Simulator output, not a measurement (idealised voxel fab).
Process module name: voxel ribs on slabs
We display cut, a cross-section 290 nm in width whose square cells are each 5 nm.
Reading order for cross-sections: top band down to bottom band. Underlying form: a grid of square cells. Band size: one or more rows of cells.
What a band's entry tells you: where the top is and where the bottom is, as heights in nm, and after that what lies inside, material by material from left to right, each with its width in nm. Empty space is written as the word "air", and a single material marked with the word "all across" occupies the band from edge to edge.
Below 0: as-received wafer, all one material; heights counted from there. Lowest band: no bottom, goes on down, written "z 0 and below".
When a width is written as two numbers, as in "30..40", the first number is the width in the top row of cells of the band and the second is the width in its bottom row, and the width changes by the same amount from each row to the next.
For the purposes of this document, the phrase "remained unchanged" attached to a step denotes that no cell within the cross-section was modified by that step.
The entry "Fully enclosed voids" lists the empty spaces that cover at least 8 cells and have no open path to the top. Each is written as width x height at distance, where the distance is measured from the left edge and all three values are in nm.
Heads up: the bit after the settings on a step's line is the simulator's remark on that step.
On any step carrying a mask, the "overlay nm" setting, if present on the step's line, tells how far right of its planned place the mask lay; negative values point to the left.
### Intended process steps
1,RECEIVE (material Si)
2,DIRECTIONAL_DEP (material SiO2; thk nm 20)
3,DIRECTIONAL_DEP (material polySi; thk nm 15)
4,MASKED_ETCH (tone cover; mask id RIB; width nm 25; etch materials polySi; depth nm 5; overlay nm 0)
5,DIRECTIONAL_DEP (material aC; thk nm 10)
6,PATTERN (tone cover; mask id SLAB; material resist; width nm 75; thk nm 25; overlay nm 0)
7,DIRECTIONAL_ETCH (etch materials aC; depth nm 10)
8,STRIP (etch materials resist)
9,DIRECTIONAL_ETCH (etch materials polySi; depth nm 10)
10,STRIP (etch materials aC)
11,FILL_DEP (material SiO2; thk nm 20)
12,CMP (height nm 45)
13,DIRECTIONAL_DEP (material TiN; thk nm 5)
14,DIRECTIONAL_DEP (material aC; thk nm 15)
15,PATTERN (tone cover; mask id HEATER; material resist; width nm 35; thk nm 35; overlay nm 0)
16,DIRECTIONAL_ETCH (etch materials aC; depth nm 15)
17,STRIP (etch materials resist)
18,DIRECTIONAL_ETCH (etch materials TiN; depth nm 5)
19,STRIP (etch materials aC)
20,CONFORMAL_DEP (material SiO2; thk nm 5)
### Cross-section: wafer on arrival = after step 1
- z 0 and below  Si all across
- Fully enclosed voids: none
### Here's the cross-section of the first of our two wafers at the end of the module - it ran as planned
- z 55 to 50  120 air, 45 SiO2, 125 air
- z 50 to 45  125 SiO2, 35 TiN, 130 SiO2
- z 45 to 35  SiO2 all across
- z 35 to 30  130 SiO2, 25 polySi, 135 SiO2
- z 30 to 20  105 SiO2, 75 polySi, 110 SiO2
- z 20 to 0  SiO2 all across
- z 0 and below  Si all across
- Fully enclosed voids: none
### Here is the second of the two wafers cut open at the end of the module - same start, same plan as the first one, but we made one mistake running it
- z 55 to 50  120 air, 45 SiO2, 125 air
- z 50 to 45  125 SiO2, 35 TiN, 130 SiO2
- z 45 to 15  SiO2 all across
- z 15 to 0  polySi all across
- z 0 and below  Si all across
- Fully enclosed voids: none
Deviation noted in wafer processing: ran 2 and 3 in swapped order versus the plan
The final cell counts differ between the wafers, with the second having more or fewer of some materials than the first: SiO2: 139 fewer, polySi: 139 more
